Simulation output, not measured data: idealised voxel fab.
Process module in this document: voxel wiring stack
Cross-section cut: width 295 nm, square cells of 5 nm.
How to read a cross-section here: the picture is a grid of square cells, written as bands going from the top down, and any band can span one or more rows of cells. Heads up on the band format: heights come first, top then bottom, in nm. After that it's the materials left to right, each with its width in nm. A single material flagged "all across" fills the whole band edge to edge, and "air" means there's empty space there. For the purposes of this specification, 0 denotes the height below which the wafer in its as-received condition is composed wholly of one material, and the lowermost band, lacking a lower limit, extends downward without end, as expressed in "top 0, no bottom". Top row gets the first number, bottom row gets the second, and each row in between changes by the same step: that is how a band width like "30 to 40" works. Step note "same as before" = no cross-section cell changed. This entry, "Sealed internal cavities", enumerates those empty regions of no fewer than 8 cells that possess no open connection to the top. Each region is reported in the form width x height at distance, the distance being taken from the left edge, with all three quantities expressed in nm. The remark found on a step's line after its settings is issued by the simulator itself and pertains to that step. The setting "overlay nm" may be written on the line of a step. When the step uses a mask, the value reports how far to the right of the planned place the mask lay, and a negative value reports that it lay to the left. In what follows, pairs of cross-sections are presented, each taken before and after one process step, with the after cross-section shown only down to the lowest band that was altered; the step, together with its settings, is stated below the pair. The pairs may stem from different runs of this module on the same starting wafer; accordingly, a pair should be taken as continuing from the one above it solely where its entry headed "Before the step" indicates as much.
## Before the step
    top 150, bottom 140 | aC all across
    top 140, bottom 115 | SiO2 all across
    top 115, bottom 110 | SiCN all across
    top 110, bottom 85 | lowk: 50 | SiCN: 5 | W: 30 | SiCN: 5 | lowk: 10 | SiCN: 5 | W: 30 | SiCN: 5 | lowk: 10 | SiCN: 5 | W: 30 | SiCN: 5 | lowk: 10 | SiCN: 5 | W: 30 | SiCN: 5 | lowk: 55
    top 85, bottom 80 | SiCN: 55 | TiN: 30 | SiCN: 20 | TiN: 30 | SiCN: 20 | TiN: 30 | SiCN: 20 | TiN: 30 | SiCN: 60
    top 80, bottom 70 | SiO2: 55 | Ru: 15 | SiO2: 85 | Ru: 15 | SiO2: 125
    top 70, bottom 65 | SiCN: 55 | Ru: 15 | SiCN: 85 | Ru: 15 | SiCN: 125
    top 65, bottom 55 | lowk: 55 | TiN: 5 | Ru: 20 | TiN: 5 | lowk: 20 | TiN: 5 | Ru: 20 | TiN: 5 | lowk: 20 | TiN: 5 | Ru: 20 | TiN: 5 | lowk: 20 | TiN: 5 | Ru: 20 | TiN: 5 | lowk: 60
    top 55, bottom 50 | lowk: 55 | TiN: 5 | Ru: 5 | TiN: 20 | lowk: 20 | TiN: 5 | Ru: 5 | TiN: 20 | lowk: 20 | TiN: 5 | Ru: 5 | TiN: 20 | lowk: 20 | TiN: 5 | Ru: 5 | TiN: 20 | lowk: 60
    top 50, bottom 40 | lowk: 55 | TiN: 5 | Ru: 5 | TiN: 5 | lowk: 35 | TiN: 5 | Ru: 5 | TiN: 5 | lowk: 35 | TiN: 5 | Ru: 5 | TiN: 5 | lowk: 35 | TiN: 5 | Ru: 5 | TiN: 5 | lowk: 75
    top 40, bottom 35 | SiCN: 55 | TiN: 15 | SiCN: 35 | TiN: 15 | SiCN: 35 | TiN: 15 | SiCN: 35 | TiN: 15 | SiCN: 75
    top 35, bottom 15 | SiO2: 55 | Ru: 30 | SiO2: 20 | Ru: 30 | SiO2: 20 | Ru: 30 | SiO2: 20 | Ru: 30 | SiO2: 60
    top 15, bottom 10 | SiO2: 55 | TiN: 30 | SiO2: 20 | TiN: 30 | SiO2: 20 | TiN: 30 | SiO2: 20 | TiN: 30 | SiO2: 60
    top 10, bottom 0 | SiO2 all across
    top 0, no bottom | Si all across
    Sealed internal cavities: none
## Post-Step Geometry
    top 175, bottom 150 | resist: 60 | air: 20 | resist: 30 | air: 20 | resist: 30 | air: 20 | resist: 30 | air: 20 | resist: 65
    Under 150: no change, same as before.
    Sealed internal cavities: none
Step between the cross-sections above: PATTERN,tone open,mask id METAL_4,material resist,width nm 20,pitch nm 50,thk nm 25,overlay nm 0
Before the step: For the state before this step, see the after cross-section of the pair located directly above.
## Post-Step Geometry
    top 165, bottom 150 | resist: 60 | air: 20 | resist: 30 | air: 20 | resist: 30 | air: 20 | resist: 30 | air: 20 | resist: 65
    top 150, bottom 140 | aC: 60 | air: 20 | aC: 30 | air: 20 | aC: 30 | air: 20 | aC: 30 | air: 20 | aC: 65
    Under 140: no change, same as before.
    Sealed internal cavities: none
Step between the cross-sections above: DIRECTIONAL_ETCH,etch materials aC,depth nm 10
Before the step: For the state before this step, see the after cross-section of the pair located directly above.
## Post-Step Geometry
    top 150, bottom 140 | aC: 60 | air: 20 | aC: 30 | air: 20 | aC: 30 | air: 20 | aC: 30 | air: 20 | aC: 65
    Under 140: no change, same as before.
    Sealed internal cavities: none
Step between the cross-sections above: STRIP,etch materials resist
Before the step: For the state before this step, see the after cross-section of the pair located directly above.
## Post-Step Geometry
    top 150, bottom 140 | aC: 60 | air: 20 | aC: 30 | air: 20 | aC: 30 | air: 20 | aC: 30 | air: 20 | aC: 65
    top 140, bottom 125 | SiO2: 60 | air: 20 | SiO2: 30 | air: 20 | SiO2: 30 | air: 20 | SiO2: 30 | air: 20 | SiO2: 65
    Under 125: no change, same as before.
    Sealed internal cavities: none
Step between the cross-sections above: DIRECTIONAL_ETCH,etch materials SiO2,depth nm 15
Before the step: For the state before this step, see the after cross-section of the pair located directly above.
## Post-Step Geometry
    top 140, bottom 125 | SiO2: 60 | air: 20 | SiO2: 30 | air: 20 | SiO2: 30 | air: 20 | SiO2: 30 | air: 20 | SiO2: 65
    Under 125: no change, same as before.
    Sealed internal cavities: none
Step between the cross-sections above: STRIP,etch materials aC
Before the step: For the state before this step, see the after cross-section of the pair located directly above.
## Post-Step Geometry
    top 140, bottom 130 | SiO2: 55 | air: 25 | SiO2: 25 | air: 25 | SiO2: 25 | air: 25 | SiO2: 25 | air: 25 | SiO2: 65
    top 130, bottom 125 | SiO2: 60 | air: 20 | SiO2: 30 | air: 20 | SiO2: 30 | air: 20 | SiO2: 30 | air: 20 | SiO2: 65
    top 125, bottom 115 | SiO2: 60 | air: 10 | SiO2: 40 | air: 10 | SiO2: 40 | air: 10 | SiO2: 40 | air: 10 | SiO2: 75
    Under 115: no change, same as before.
    Sealed internal cavities: none
Step between the cross-sections above: MASKED_ETCH,tone open,mask id METAL_4_HOLES,width nm 15,pitch nm 50,etch materials SiO2,depth nm 10,overlay nm 0
Before the step: For the state before this step, see the after cross-section of the pair located directly above.
## Post-Step Geometry
    top 140, bottom 130 | SiO2: 55 | air: 25 | SiO2: 25 | air: 25 | SiO2: 25 | air: 25 | SiO2: 25 | air: 25 | SiO2: 65
    top 130, bottom 125 | SiO2: 60 | air: 20 | SiO2: 30 | air: 20 | SiO2: 30 | air: 20 | SiO2: 30 | air: 20 | SiO2: 65
    top 125, bottom 115 | SiO2: 60 | air: 10 | SiO2: 40 | air: 10 | SiO2: 40 | air: 10 | SiO2: 40 | air: 10 | SiO2: 75
    top 115, bottom 110 | SiCN: 60 | air: 10 | SiCN: 40 | air: 10 | SiCN: 40 | air: 10 | SiCN: 40 | air: 10 | SiCN: 75
    Under 110: no change, same as before.
    Sealed internal cavities: none
Step between the cross-sections above: MASKED_ETCH,tone open,mask id METAL_4_HOLES,width nm 15,pitch nm 50,etch materials SiCN,depth nm 5,overlay nm 0
Before the step: For the state before this step, see the after cross-section of the pair located directly above.
## Post-Step Geometry
    top 145, bottom 140 | TiN: 60 | air: 15 | TiN: 35 | air: 15 | TiN: 35 | air: 15 | TiN: 35 | air: 15 | TiN: 70
    top 140, bottom 130 | SiO2: 55 | TiN: 5 to 10 | air: 15 to 10 | TiN: 5 | SiO2: 25 | TiN: 5 to 10 | air: 15 to 10 | TiN: 5 | SiO2: 25 | TiN: 5 to 10 | air: 15 to 10 | TiN: 5 | SiO2: 25 | TiN: 5 to 10 | air: 15 to 10 | TiN: 5 | SiO2: 65
    top 130, bottom 125 | SiO2: 60 | TiN: 20 | SiO2: 30 | TiN: 20 | SiO2: 30 | TiN: 20 | SiO2: 30 | TiN: 20 | SiO2: 65
    top 125, bottom 115 | SiO2: 60 | TiN: 10 | SiO2: 40 | TiN: 10 | SiO2: 40 | TiN: 10 | SiO2: 40 | TiN: 10 | SiO2: 75
    top 115, bottom 110 | SiCN: 60 | TiN: 10 | SiCN: 40 | TiN: 10 | SiCN: 40 | TiN: 10 | SiCN: 40 | TiN: 10 | SiCN: 75
    Under 110: no change, same as before.
    Sealed internal cavities: none
Step between the cross-sections above: CONFORMAL_DEP,material TiN,thk nm 5
Before the step: For the state before this step, see the after cross-section of the pair located directly above.
## Post-Step Geometry
    top 155, bottom 145 | Cu all across
    top 145, bottom 140 | TiN: 60 | Cu: 15 | TiN: 35 | Cu: 15 | TiN: 35 | Cu: 15 | TiN: 35 | Cu: 15 | TiN: 70
    top 140, bottom 130 | SiO2: 55 | TiN: 5 to 10 | Cu: 15 to 10 | TiN: 5 | SiO2: 25 | TiN: 5 to 10 | Cu: 15 to 10 | TiN: 5 | SiO2: 25 | TiN: 5 to 10 | Cu: 15 to 10 | TiN: 5 | SiO2: 25 | TiN: 5 to 10 | Cu: 15 to 10 | TiN: 5 | SiO2: 65
    Under 130: no change, same as before.
    Sealed internal cavities: none
Step between the cross-sections above: FILL_DEP,material Cu,thk nm 10
Before the step: For the state before this step, see the after cross-section of the pair located directly above.
## Post-Step Geometry
    top 140, bottom 130 | SiO2: 55 | TiN: 5 to 10 | Cu: 15 to 10 | TiN: 5 | SiO2: 25 | TiN: 5 to 10 | Cu: 15 to 10 | TiN: 5 | SiO2: 25 | TiN: 5 to 10 | Cu: 15 to 10 | TiN: 5 | SiO2: 25 | TiN: 5 to 10 | Cu: 15 to 10 | TiN: 5 | SiO2: 65
    Under 130: no change, same as before.
    Sealed internal cavities: none
Step between the cross-sections above: CMP,height nm 140
Before the step: For the state before this step, see the after cross-section of the pair located directly above.
## Post-Step Geometry
    top 145, bottom 140 | SiN all across
    Under 140: no change, same as before.
    Sealed internal cavities: none
Step between the cross-sections above: CONFORMAL_DEP,material SiN,thk nm 5
## Before the step
    top 35, bottom 15 | Ru all across
    top 15, bottom 10 | TiN all across
    top 10, bottom 0 | SiO2 all across
    top 0, no bottom | Si all across
    Sealed internal cavities: none
## Post-Step Geometry
    top 35, bottom 15 | air: 45 | Ru: 30 | air: 20 | Ru: 30 | air: 20 | Ru: 30 | air: 20 | Ru: 30 | air: 70
    Under 15: no change, same as before.
    Sealed internal cavities: none
Step between the cross-sections above: MASKED_ETCH,tone cover,mask id METAL_1,width nm 30,pitch nm 50,etch materials Ru,depth nm 20,overlay nm -10
Before the step: For the state before this step, see the after cross-section of the pair located directly above.
## Post-Step Geometry
    top 35, bottom 15 | air: 45 | Ru: 30 | air: 20 | Ru: 30 | air: 20 | Ru: 30 | air: 20 | Ru: 30 | air: 70
    top 15, bottom 10 | air: 45 | TiN: 40 | air: 10 | TiN: 40 | air: 10 | TiN: 40 | air: 10 | TiN: 40 | air: 60
    Under 10: no change, same as before.
    Sealed internal cavities: none
Step between the cross-sections above: MASKED_ETCH,tone cover,mask id METAL_1,width nm 30,pitch nm 50,etch materials TiN,depth nm 5,overlay nm 0
Before the step: For the state before this step, see the after cross-section of the pair located directly above.
## Post-Step Geometry
    top 40, bottom 35 | SiO2 all across
    top 35, bottom 15 | SiO2: 45 | Ru: 30 | SiO2: 20 | Ru: 30 | SiO2: 20 | Ru: 30 | SiO2: 20 | Ru: 30 | SiO2: 70
    top 15, bottom 10 | SiO2: 45 | TiN: 40 | SiO2: 10 | TiN: 40 | SiO2: 10 | TiN: 40 | SiO2: 10 | TiN: 40 | SiO2: 60
    Under 10: no change, same as before.
    Sealed internal cavities: none
Step between the cross-sections above: FILL_DEP,material SiO2,thk nm 5
Before the step: For the state before this step, see the after cross-section of the pair located directly above.
## Post-Step Geometry
    top 35, bottom 15 | SiO2: 45 | Ru: 30 | SiO2: 20 | Ru: 30 | SiO2: 20 | Ru: 30 | SiO2: 20 | Ru: 30 | SiO2: 70
    Under 15: no change, same as before.
    Sealed internal cavities: none
Step between the cross-sections above: CMP,height nm 35
Before the step: For the state before this step, see the after cross-section of the pair located directly above.
## Post-Step Geometry
    top 40, bottom 35 | SiCN all across
    Under 35: no change, same as before.
    Sealed internal cavities: none
Step between the cross-sections above: CONFORMAL_DEP,material SiCN,thk nm 5
Before the step: For the state before this step, see the after cross-section of the pair located directly above.
## Post-Step Geometry
    top 65, bottom 40 | lowk all across
    Under 40: no change, same as before.
    Sealed internal cavities: none
Step between the cross-sections above: DIRECTIONAL_DEP,material lowk,thk nm 25
Before the step: For the state before this step, see the after cross-section of the pair located directly above.
## Post-Step Geometry
    top 65, bottom 40 | lowk: 55 | air: 15 | lowk: 35 | air: 15 | lowk: 35 | air: 15 | lowk: 35 | air: 15 | lowk: 75
    Under 40: no change, same as before.
    Sealed internal cavities: none
Step between the cross-sections above: MASKED_ETCH,tone open,mask id METAL_2_HOLES,width nm 15,pitch nm 50,etch materials lowk,depth nm 25,overlay nm 0
Before the step: For the state before this step, see the after cross-section of the pair located directly above.
## Post-Step Geometry
    top 65, bottom 50 | lowk: 55 | air: 30 | lowk: 20 | air: 30 | lowk: 20 | air: 30 | lowk: 20 | air: 30 | lowk: 60
    Under 50: no change, same as before.
    Sealed internal cavities: none
Step between the cross-sections above: MASKED_ETCH,tone open,mask id METAL_2,width nm 30,pitch nm 50,etch materials lowk,depth nm 15,overlay nm 0
Before the step: For the state before this step, see the after cross-section of the pair located directly above.
## Post-Step Geometry
    top 65, bottom 50 | lowk: 55 | air: 30 | lowk: 20 | air: 30 | lowk: 20 | air: 30 | lowk: 20 | air: 30 | lowk: 60
    top 50, bottom 40 | lowk: 55 | air: 15 | lowk: 35 | air: 15 | lowk: 35 | air: 15 | lowk: 35 | air: 15 | lowk: 75
    top 40, bottom 35 | SiCN: 55 | air: 15 | SiCN: 35 | air: 15 | SiCN: 35 | air: 15 | SiCN: 35 | air: 15 | SiCN: 75
    Under 35: no change, same as before.
    Sealed internal cavities: none
Step between the cross-sections above: MASKED_ETCH,tone open,mask id METAL_2,width nm 30,pitch nm 50,etch materials SiCN,depth nm 5,overlay nm 0
Before the step: For the state before this step, see the after cross-section of the pair located directly above.
## Post-Step Geometry
    top 70, bottom 65 | TiN: 60 | air: 20 | TiN: 30 | air: 20 | TiN: 30 | air: 20 | TiN: 30 | air: 20 | TiN: 65
    top 65, bottom 55 | lowk: 55 | TiN: 5 | air: 20 | TiN: 5 | lowk: 20 | TiN: 5 | air: 20 | TiN: 5 | lowk: 20 | TiN: 5 | air: 20 | TiN: 5 | lowk: 20 | TiN: 5 | air: 20 | TiN: 5 | lowk: 60
    top 55, bottom 50 | lowk: 55 | TiN: 5 | air: 5 | TiN: 20 | lowk: 20 | TiN: 5 | air: 5 | TiN: 20 | lowk: 20 | TiN: 5 | air: 5 | TiN: 20 | lowk: 20 | TiN: 5 | air: 5 | TiN: 20 | lowk: 60
    top 50, bottom 40 | lowk: 55 | TiN: 5 | air: 5 | TiN: 5 | lowk: 35 | TiN: 5 | air: 5 | TiN: 5 | lowk: 35 | TiN: 5 | air: 5 | TiN: 5 | lowk: 35 | TiN: 5 | air: 5 | TiN: 5 | lowk: 75
    top 40, bottom 35 | SiCN: 55 | TiN: 15 | SiCN: 35 | TiN: 15 | SiCN: 35 | TiN: 15 | SiCN: 35 | TiN: 15 | SiCN: 75
    Under 35: no change, same as before.
    Sealed internal cavities: none
Step between the cross-sections above: CONFORMAL_DEP,material TiN,thk nm 5
Before the step: For the state before this step, see the after cross-section of the pair located directly above.
## Post-Step Geometry
    top 75, bottom 70 | Ru all across
    top 70, bottom 65 | TiN: 60 | Ru: 20 | TiN: 30 | Ru: 20 | TiN: 30 | Ru: 20 | TiN: 30 | Ru: 20 | TiN: 65
    top 65, bottom 55 | lowk: 55 | TiN: 5 | Ru: 20 | TiN: 5 | lowk: 20 | TiN: 5 | Ru: 20 | TiN: 5 | lowk: 20 | TiN: 5 | Ru: 20 | TiN: 5 | lowk: 20 | TiN: 5 | Ru: 20 | TiN: 5 | lowk: 60
    top 55, bottom 50 | lowk: 55 | TiN: 5 | Ru: 5 | TiN: 20 | lowk: 20 | TiN: 5 | Ru: 5 | TiN: 20 | lowk: 20 | TiN: 5 | Ru: 5 | TiN: 20 | lowk: 20 | TiN: 5 | Ru: 5 | TiN: 20 | lowk: 60
    top 50, bottom 40 | lowk: 55 | TiN: 5 | Ru: 5 | TiN: 5 | lowk: 35 | TiN: 5 | Ru: 5 | TiN: 5 | lowk: 35 | TiN: 5 | Ru: 5 | TiN: 5 | lowk: 35 | TiN: 5 | Ru: 5 | TiN: 5 | lowk: 75
    Under 40: no change, same as before.
    Sealed internal cavities: none
Step between the cross-sections above: FILL_DEP,material Ru,thk nm 5
Before the step: For the state before this step, see the after cross-section of the pair located directly above.
## Post-Step Geometry
    top 65, bottom 55 | lowk: 55 | TiN: 5 | Ru: 20 | TiN: 5 | lowk: 20 | TiN: 5 | Ru: 20 | TiN: 5 | lowk: 20 | TiN: 5 | Ru: 20 | TiN: 5 | lowk: 20 | TiN: 5 | Ru: 20 | TiN: 5 | lowk: 60
    Under 55: no change, same as before.
    Sealed internal cavities: none
Step between the cross-sections above: CMP,height nm 65
Before the step: For the state before this step, see the after cross-section of the pair located directly above.
## Post-Step Geometry
    top 70, bottom 65 | SiCN all across
    Under 65: no change, same as before.
    Sealed internal cavities: none
Step between the cross-sections above: CONFORMAL_DEP,material SiCN,thk nm 5
Before the step: For the state before this step, see the after cross-section of the pair located directly above.
## Post-Step Geometry
    top 80, bottom 70 | SiO2 all across
    Under 70: no change, same as before.
    Sealed internal cavities: none
Step between the cross-sections above: DIRECTIONAL_DEP,material SiO2,thk nm 10
Before the step: For the state before this step, see the after cross-section of the pair located directly above.
## Post-Step Geometry
    top 80, bottom 70 | SiO2: 55 | air: 15 | SiO2: 85 | air: 15 | SiO2: 125
    Under 70: no change, same as before.
    Sealed internal cavities: none
Step between the cross-sections above: MASKED_ETCH,tone open,mask id PLUG_2,width nm 15,pitch nm 100,etch materials SiO2,depth nm 10,overlay nm 0
Before the step: For the state before this step, see the after cross-section of the pair located directly above.
## Post-Step Geometry
    top 80, bottom 70 | SiO2: 55 | air: 15 | SiO2: 85 | air: 15 | SiO2: 125
    top 70, bottom 65 | SiCN: 55 | air: 15 | SiCN: 85 | air: 15 | SiCN: 125
    Under 65: no change, same as before.
    Sealed internal cavities: none
Step between the cross-sections above: MASKED_ETCH,tone open,mask id PLUG_2,width nm 15,pitch nm 100,etch materials SiCN,depth nm 5,overlay nm 0
Before the step: For the state before this step, see the after cross-section of the pair located directly above.
## Post-Step Geometry
    top 80, bottom 75 | SiO2: 55 | air: 15 | SiO2: 85 | air: 15 | SiO2: 125
    top 75, bottom 70 | SiO2: 55 | Ru: 15 | SiO2: 85 | Ru: 15 | SiO2: 125
    top 70, bottom 65 | SiCN: 55 | Ru: 15 | SiCN: 85 | Ru: 15 | SiCN: 125
    Under 65: no change, same as before.
    Sealed internal cavities: none
Step between the cross-sections above: EPI,material Ru,thk nm 10
Before the step: For the state before this step, see the after cross-section of the pair located directly above.
## Post-Step Geometry
    top 80, bottom 70 | SiO2: 55 | Ru: 15 | SiO2: 85 | Ru: 15 | SiO2: 125
    Under 70: no change, same as before.
    Sealed internal cavities: none
Step between the cross-sections above: EPI,material Ru,thk nm 5
Before the step: For the state before this step, see the after cross-section of the pair located directly above.
## Post-Step Geometry
    top 85, bottom 80 | TiN all across
    Under 80: no change, same as before.
    Sealed internal cavities: none
Step between the cross-sections above: DIRECTIONAL_DEP,material TiN,thk nm 5
Before the step: For the state before this step, see the after cross-section of the pair located directly above.
## Post-Step Geometry
    top 110, bottom 85 | W all across
    Under 85: no change, same as before.
    Sealed internal cavities: none
Step between the cross-sections above: DIRECTIONAL_DEP,material W,thk nm 25
Before the step: For the state before this step, see the after cross-section of the pair located directly above.
## Post-Step Geometry
    top 110, bottom 85 | air: 55 | W: 30 | air: 20 | W: 30 | air: 20 | W: 30 | air: 20 | W: 30 | air: 60
    Under 85: no change, same as before.
    Sealed internal cavities: none
Step between the cross-sections above: MASKED_ETCH,tone cover,mask id METAL_3,width nm 30,pitch nm 50,etch materials W,depth nm 25,overlay nm 0
Before the step: For the state before this step, see the after cross-section of the pair located directly above.
## Post-Step Geometry
    top 110, bottom 85 | air: 55 | W: 30 | air: 20 | W: 30 | air: 20 | W: 30 | air: 20 | W: 30 | air: 60
    top 85, bottom 80 | air: 55 | TiN: 30 | air: 20 | TiN: 30 | air: 20 | TiN: 30 | air: 20 | TiN: 30 | air: 60
    Under 80: no change, same as before.
    Sealed internal cavities: none
Step between the cross-sections above: MASKED_ETCH,tone cover,mask id METAL_3,width nm 30,pitch nm 50,etch materials TiN,depth nm 5,overlay nm 0
Before the step: For the state before this step, see the after cross-section of the pair located directly above.
## Post-Step Geometry
    top 115, bottom 110 | air: 50 | SiCN: 40 | air: 10 | SiCN: 40 | air: 10 | SiCN: 40 | air: 10 | SiCN: 40 | air: 55
    top 110, bottom 85 | air: 50 | SiCN: 5 | W: 30 | SiCN: 5 | air: 10 | SiCN: 5 | W: 30 | SiCN: 5 | air: 10 | SiCN: 5 | W: 30 | SiCN: 5 | air: 10 | SiCN: 5 | W: 30 | SiCN: 5 | air: 55
    top 85, bottom 80 | SiCN: 55 | TiN: 30 | SiCN: 20 | TiN: 30 | SiCN: 20 | TiN: 30 | SiCN: 20 | TiN: 30 | SiCN: 60
    Under 80: no change, same as before.
    Sealed internal cavities: none
Step between the cross-sections above: CONFORMAL_DEP,material SiCN,thk nm 5
Before the step: For the state before this step, see the after cross-section of the pair located directly above.
## Post-Step Geometry
    top 120, bottom 115 | lowk all across
    top 115, bottom 110 | lowk: 50 | SiCN: 40 | lowk: 10 | SiCN: 40 | lowk: 10 | SiCN: 40 | lowk: 10 | SiCN: 40 | lowk: 55
    top 110, bottom 85 | lowk: 50 | SiCN: 5 | W: 30 | SiCN: 5 | lowk: 10 | SiCN: 5 | W: 30 | SiCN: 5 | lowk: 10 | SiCN: 5 | W: 30 | SiCN: 5 | lowk: 10 | SiCN: 5 | W: 30 | SiCN: 5 | lowk: 55
    Under 85: no change, same as before.
    Sealed internal cavities: none
Step between the cross-sections above: FILL_DEP,material lowk,thk nm 5
Before the step: For the state before this step, see the after cross-section of the pair located directly above.
## Post-Step Geometry
    top 110, bottom 85 | lowk: 50 | SiCN: 5 | W: 30 | SiCN: 5 | lowk: 10 | SiCN: 5 | W: 30 | SiCN: 5 | lowk: 10 | SiCN: 5 | W: 30 | SiCN: 5 | lowk: 10 | SiCN: 5 | W: 30 | SiCN: 5 | lowk: 55
    Under 85: no change, same as before.
    Sealed internal cavities: none
Step between the cross-sections above: CMP,height nm 110
Before the step: For the state before this step, see the after cross-section of the pair located directly above.
## Post-Step Geometry
    top 115, bottom 110 | SiCN all across
    Under 110: no change, same as before.
    Sealed internal cavities: none
Step between the cross-sections above: CONFORMAL_DEP,material SiCN,thk nm 5
Before the step: For the state before this step, see the after cross-section of the pair located directly above.
## Post-Step Geometry
    top 140, bottom 115 | SiO2 all across
    Under 115: no change, same as before.
    Sealed internal cavities: none
Step between the cross-sections above: DIRECTIONAL_DEP,material SiO2,thk nm 25
Before the step: For the state before this step, see the after cross-section of the pair located directly above.
## Post-Step Geometry
    top 150, bottom 140 | aC all across
    Under 140: no change, same as before.
    Sealed internal cavities: none
Step between the cross-sections above: DIRECTIONAL_DEP,material aC,thk nm 10
Before the step: For the state before this step, see the after cross-section of the pair located directly above.
## Post-Step Geometry
    top 175, bottom 150 | resist: 55 | air: 30 | resist: 20 | air: 30 | resist: 20 | air: 30 | resist: 20 | air: 30 | resist: 60
    Under 150: no change, same as before.
    Sealed internal cavities: none
Step between the cross-sections above: PATTERN,tone open,mask id METAL_4,material resist,width nm 30,pitch nm 50,thk nm 25,overlay nm 0
Before the step: For the state before this step, see the after cross-section of the pair located directly above.
## Post-Step Geometry
    top 165, bottom 150 | resist: 55 | air: 30 | resist: 20 | air: 30 | resist: 20 | air: 30 | resist: 20 | air: 30 | resist: 60
    top 150, bottom 140 | aC: 55 | air: 30 | aC: 20 | air: 30 | aC: 20 | air: 30 | aC: 20 | air: 30 | aC: 60
    Under 140: no change, same as before.
    Sealed internal cavities: none
Step between the cross-sections above: DIRECTIONAL_ETCH,etch materials aC,depth nm 10
Before the step: For the state before this step, see the after cross-section of the pair located directly above.
## Post-Step Geometry
    top 150, bottom 140 | aC: 55 | air: 30 | aC: 20 | air: 30 | aC: 20 | air: 30 | aC: 20 | air: 30 | aC: 60
    Under 140: no change, same as before.
    Sealed internal cavities: none
Step between the cross-sections above: STRIP,etch materials resist
Before the step: For the state before this step, see the after cross-section of the pair located directly above.
## Post-Step Geometry
    top 150, bottom 140 | aC: 55 | air: 30 | aC: 20 | air: 30 | aC: 20 | air: 30 | aC: 20 | air: 30 | aC: 60
    top 140, bottom 125 | SiO2: 55 | air: 30 | SiO2: 20 | air: 30 | SiO2: 20 | air: 30 | SiO2: 20 | air: 30 | SiO2: 60
    Under 125: no change, same as before.
    Sealed internal cavities: none
Step between the cross-sections above: DIRECTIONAL_ETCH,etch materials SiO2,depth nm 15
Before the step: For the state before this step, see the after cross-section of the pair located directly above.
## Post-Step Geometry
    top 140, bottom 125 | SiO2: 55 | air: 30 | SiO2: 20 | air: 30 | SiO2: 20 | air: 30 | SiO2: 20 | air: 30 | SiO2: 60
    Under 125: no change, same as before.
    Sealed internal cavities: none
Step between the cross-sections above: STRIP,etch materials aC
Before the step: For the state before this step, see the after cross-section of the pair located directly above.
## Post-Step Geometry
    top 140, bottom 125 | SiO2: 55 | air: 30 | SiO2: 20 | air: 30 | SiO2: 20 | air: 30 | SiO2: 20 | air: 30 | SiO2: 60
    top 125, bottom 115 | SiO2: 55 | air: 15 | SiO2: 35 | air: 15 | SiO2: 35 | air: 15 | SiO2: 35 | air: 15 | SiO2: 75
    Under 115: no change, same as before.
    Sealed internal cavities: none
Step between the cross-sections above: MASKED_ETCH,tone open,mask id METAL_4_HOLES,width nm 15,pitch nm 50,etch materials SiO2,depth nm 10,overlay nm 0
Before the step: For the state before this step, see the after cross-section of the pair located directly above.
## Post-Step Geometry
    top 140, bottom 125 | SiO2: 55 | air: 30 | SiO2: 20 | air: 30 | SiO2: 20 | air: 30 | SiO2: 20 | air: 30 | SiO2: 60
    top 125, bottom 115 | SiO2: 55 | air: 15 | SiO2: 35 | air: 15 | SiO2: 35 | air: 15 | SiO2: 35 | air: 15 | SiO2: 75
    top 115, bottom 110 | SiCN: 55 | air: 15 | SiCN: 35 | air: 15 | SiCN: 35 | air: 15 | SiCN: 35 | air: 15 | SiCN: 75
    Under 110: no change, same as before.
    Sealed internal cavities: none
Step between the cross-sections above: MASKED_ETCH,tone open,mask id METAL_4_HOLES,width nm 15,pitch nm 50,etch materials SiCN,depth nm 5,overlay nm 0
Before the step: For the state before this step, see the after cross-section of the pair located directly above.
## Post-Step Geometry
    top 145, bottom 140 | TiN: 60 | air: 20 | TiN: 30 | air: 20 | TiN: 30 | air: 20 | TiN: 30 | air: 20 | TiN: 65
    top 140, bottom 130 | SiO2: 55 | TiN: 5 | air: 20 | TiN: 5 | SiO2: 20 | TiN: 5 | air: 20 | TiN: 5 | SiO2: 20 | TiN: 5 | air: 20 | TiN: 5 | SiO2: 20 | TiN: 5 | air: 20 | TiN: 5 | SiO2: 60
    top 130, bottom 125 | SiO2: 55 | TiN: 5 | air: 5 | TiN: 20 | SiO2: 20 | TiN: 5 | air: 5 | TiN: 20 | SiO2: 20 | TiN: 5 | air: 5 | TiN: 20 | SiO2: 20 | TiN: 5 | air: 5 | TiN: 20 | SiO2: 60
    top 125, bottom 115 | SiO2: 55 | TiN: 5 | air: 5 | TiN: 5 | SiO2: 35 | TiN: 5 | air: 5 | TiN: 5 | SiO2: 35 | TiN: 5 | air: 5 | TiN: 5 | SiO2: 35 | TiN: 5 | air: 5 | TiN: 5 | SiO2: 75
    top 115, bottom 110 | SiCN: 55 | TiN: 15 | SiCN: 35 | TiN: 15 | SiCN: 35 | TiN: 15 | SiCN: 35 | TiN: 15 | SiCN: 75
    Under 110: no change, same as before.
    Sealed internal cavities: none
Step between the cross-sections above: CONFORMAL_DEP,material TiN,thk nm 5
Before the step: For the state before this step, see the after cross-section of the pair located directly above.
## Post-Step Geometry
    top 155, bottom 145 | Cu all across
    top 145, bottom 140 | TiN: 60 | Cu: 20 | TiN: 30 | Cu: 20 | TiN: 30 | Cu: 20 | TiN: 30 | Cu: 20 | TiN: 65
    top 140, bottom 130 | SiO2: 55 | TiN: 5 | Cu: 20 | TiN: 5 | SiO2: 20 | TiN: 5 | Cu: 20 | TiN: 5 | SiO2: 20 | TiN: 5 | Cu: 20 | TiN: 5 | SiO2: 20 | TiN: 5 | Cu: 20 | TiN: 5 | SiO2: 60
    top 130, bottom 125 | SiO2: 55 | TiN: 5 | Cu: 5 | TiN: 20 | SiO2: 20 | TiN: 5 | Cu: 5 | TiN: 20 | SiO2: 20 | TiN: 5 | Cu: 5 | TiN: 20 | SiO2: 20 | TiN: 5 | Cu: 5 | TiN: 20 | SiO2: 60
    top 125, bottom 115 | SiO2: 55 | TiN: 5 | Cu: 5 | TiN: 5 | SiO2: 35 | TiN: 5 | Cu: 5 | TiN: 5 | SiO2: 35 | TiN: 5 | Cu: 5 | TiN: 5 | SiO2: 35 | TiN: 5 | Cu: 5 | TiN: 5 | SiO2: 75
    Under 115: no change, same as before.
    Sealed internal cavities: none
Step between the cross-sections above: FILL_DEP,material Cu,thk nm 10
Before the step: For the state before this step, see the after cross-section of the pair located directly above.
## Post-Step Geometry
    top 140, bottom 130 | SiO2: 55 | TiN: 5 | Cu: 20 | TiN: 5 | SiO2: 20 | TiN: 5 | Cu: 20 | TiN: 5 | SiO2: 20 | TiN: 5 | Cu: 20 | TiN: 5 | SiO2: 20 | TiN: 5 | Cu: 20 | TiN: 5 | SiO2: 60
    Under 130: no change, same as before.
    Sealed internal cavities: none
Step between the cross-sections above: CMP,height nm 140
Before the step: For the state before this step, see the after cross-section of the pair located directly above.
## Post-Step Geometry
    top 145, bottom 140 | SiN all across
    Under 140: no change, same as before.
    Sealed internal cavities: none
Step between the cross-sections above: CONFORMAL_DEP,material SiN,thk nm 5
